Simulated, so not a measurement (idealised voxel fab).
process module | voxel fin reveal
Displayed cross-section: cut, width of 155 nm, square cells sized 5 nm.
Just so we're on the same page, the cross-sections are grids of square cells, and they're listed out in bands top to bottom, each band one or more rows deep.
Heights first: top, then bottom, in nm. Then materials, left to right, each with a width in nm. "full width" on a single material: fills the band edge to edge. "blank": empty space.
Convention: height 0 is the level below which the wafer, as received, is all one material. The lowest band does not terminate at the bottom but continues downward, represented as "z 0 and below".
Read "30->40" as a graded width: first number on top, second number at the bottom, same change between each pair of neighbouring rows.
Given "nothing was modified" for a step, no cell of the cross-section differs between before and after that step.
Closed empty spaces (no open way to the top) of 8 cells or more are what "Fully sealed cavities" lists, each as width x height at distance from the left edge, nm for all three.
On a step's line, text after the settings is the simulator commenting on that step.
You can add "overlay nm" to a step's line. For a step with a mask, it describes how far the mask lay to the right of its planned position, and a negative number describes a lay to the left.

HERE'S WHAT THE PLANNED PROCESS STEPS LOOK LIKE
1. op RECEIVE | material Si
2. op CONFORMAL_DEP | material SiN | thk nm 5
3. op DIRECTIONAL_DEP | material aC | thk nm 10
4. op PATTERN | tone cover | mask id FINS | material resist | width nm 15 | pitch nm 35 | thk nm 30 | overlay nm 0
5. op DIRECTIONAL_ETCH | etch materials aC | depth nm 10
6. op STRIP | etch materials resist
7. op DIRECTIONAL_ETCH | etch materials SiN | depth nm 5
8. op DIRECTIONAL_ETCH | etch materials Si | depth nm 30
9. op STRIP | etch materials aC
10. op FILL_DEP | material SiO2 | thk nm 10
11. op CMP | height nm 5
12. op SELECTIVE_ETCH | etch materials SiO2 | depth nm 15
13. op STRIP | etch materials SiN

WAFER, FIRST OF TWO, RUN AS PLANNED

RECEIVED-STATE CROSS-SECTION, REFLECTING COMPLETION OF STEP 1
z 0 and below | Si full width
Fully sealed cavities: none

AFTER STEP 2: WAFER CROSS-SECTION
z 5 to 0 | SiN full width
Under 0: no change, same as before.

AFTER STEP 3: WAFER CROSS-SECTION
z 15 to 5 | aC full width
Under 5: no change, same as before.

AFTER STEP 4: WAFER CROSS-SECTION
z 45 to 15 | blank 15, resist 15, blank 20, resist 15, blank 20, resist 15, blank 20, resist 15, blank 20
Under 15: no change, same as before.

AFTER STEP 5: WAFER CROSS-SECTION
z 35 to 15 | blank 15, resist 15, blank 20, resist 15, blank 20, resist 15, blank 20, resist 15, blank 20
z 15 to 5 | blank 15, aC 15, blank 20, aC 15, blank 20, aC 15, blank 20, aC 15, blank 20
Under 5: no change, same as before.

AFTER STEP 6: WAFER CROSS-SECTION
z 15 to 5 | blank 15, aC 15, blank 20, aC 15, blank 20, aC 15, blank 20, aC 15, blank 20
Under 5: no change, same as before.

AFTER STEP 7: WAFER CROSS-SECTION
z 15 to 5 | blank 15, aC 15, blank 20, aC 15, blank 20, aC 15, blank 20, aC 15, blank 20
z 5 to 0 | blank 15, SiN 15, blank 20, SiN 15, blank 20, SiN 15, blank 20, SiN 15, blank 20
Under 0: no change, same as before.

AFTER STEP 8: WAFER CROSS-SECTION
z 15 to 5 | blank 15, aC 15, blank 20, aC 15, blank 20, aC 15, blank 20, aC 15, blank 20
z 5 to 0 | blank 15, SiN 15, blank 20, SiN 15, blank 20, SiN 15, blank 20, SiN 15, blank 20
z 0 to -30 | blank 15, Si 15, blank 20, Si 15, blank 20, Si 15, blank 20, Si 15, blank 20
Under -30: no change, same as before.

AFTER STEP 9: WAFER CROSS-SECTION
z 5 to 0 | blank 15, SiN 15, blank 20, SiN 15, blank 20, SiN 15, blank 20, SiN 15, blank 20
Under 0: no change, same as before.

AFTER STEP 10: WAFER CROSS-SECTION
z 15 to 5 | SiO2 full width
z 5 to 0 | SiO2 15, SiN 15, SiO2 20, SiN 15, SiO2 20, SiN 15, SiO2 20, SiN 15, SiO2 20
z 0 to -30 | SiO2 15, Si 15, SiO2 20, Si 15, SiO2 20, Si 15, SiO2 20, Si 15, SiO2 20
Under -30: no change, same as before.

AFTER STEP 11: WAFER CROSS-SECTION
z 5 to 0 | SiO2 15, SiN 15, SiO2 20, SiN 15, SiO2 20, SiN 15, SiO2 20, SiN 15, SiO2 20
Under 0: no change, same as before.

AFTER STEP 12: WAFER CROSS-SECTION
z 5 to 0 | blank 15, SiN 15, blank 20, SiN 15, blank 20, SiN 15, blank 20, SiN 15, blank 20
z 0 to -10 | blank 15, Si 15, blank 20, Si 15, blank 20, Si 15, blank 20, Si 15, blank 20
Under -10: no change, same as before.

AFTER STEP 13: WAFER CROSS-SECTION
z 0 to -10 | blank 15, Si 15, blank 20, Si 15, blank 20, Si 15, blank 20, Si 15, blank 20
Under -10: no change, same as before.

THE REMAINING WAFER, SECOND OF THE TWO, STARTED LIKE THE FIRST AND WAS RUN TO THE SAME PLAN, EXCEPT THAT ONE MISTAKE WAS MADE ALONG THE WAY; THE TWO COINCIDE THROUGH STEP 7, INCLUSIVE

SECOND WAFER AT THE PLANNED FINISH OF STEP 8, SEEN IN CROSS-SECTION
z 15 to 5 | blank 15, aC 15, blank 20, aC 15, blank 20, aC 15, blank 20, aC 15, blank 20
z 5 to 0 | blank 15, SiN 15, blank 20, SiN 15, blank 20, SiN 15, blank 20, SiN 15, blank 20
z 0 to -40 | blank 15, Si 15, blank 20, Si 15, blank 20, Si 15, blank 20, Si 15, blank 20
Under -40: no change, same as before.

SECOND WAFER AT THE PLANNED FINISH OF STEP 9, SEEN IN CROSS-SECTION
z 5 to 0 | blank 15, SiN 15, blank 20, SiN 15, blank 20, SiN 15, blank 20, SiN 15, blank 20
Under 0: no change, same as before.

SECOND WAFER AT THE PLANNED FINISH OF STEP 10, SEEN IN CROSS-SECTION
z 15 to 5 | SiO2 full width
z 5 to 0 | SiO2 15, SiN 15, SiO2 20, SiN 15, SiO2 20, SiN 15, SiO2 20, SiN 15, SiO2 20
z 0 to -40 | SiO2 15, Si 15, SiO2 20, Si 15, SiO2 20, Si 15, SiO2 20, Si 15, SiO2 20
Under -40: no change, same as before.

SECOND WAFER AT THE PLANNED FINISH OF STEP 11, SEEN IN CROSS-SECTION
z 5 to 0 | SiO2 15, SiN 15, SiO2 20, SiN 15, SiO2 20, SiN 15, SiO2 20, SiN 15, SiO2 20
Under 0: no change, same as before.

SECOND WAFER AT THE PLANNED FINISH OF STEP 12, SEEN IN CROSS-SECTION
z 5 to 0 | blank 15, SiN 15, blank 20, SiN 15, blank 20, SiN 15, blank 20, SiN 15, blank 20
z 0 to -10 | blank 15, Si 15, blank 20, Si 15, blank 20, Si 15, blank 20, Si 15, blank 20
Under -10: no change, same as before.

SECOND WAFER AT THE PLANNED FINISH OF STEP 13, SEEN IN CROSS-SECTION
z 0 to -10 | blank 15, Si 15, blank 20, Si 15, blank 20, Si 15, blank 20, Si 15, blank 20
Under -10: no change, same as before.
Diagnosis: step 8 did not use the planned setting and instead ran as op DIRECTIONAL_ETCH | etch materials Si | depth nm 40
Heads up, by the end the second wafer has more or fewer cells of some materials compared to the first: 38 fewer of Si, 38 more of SiO2
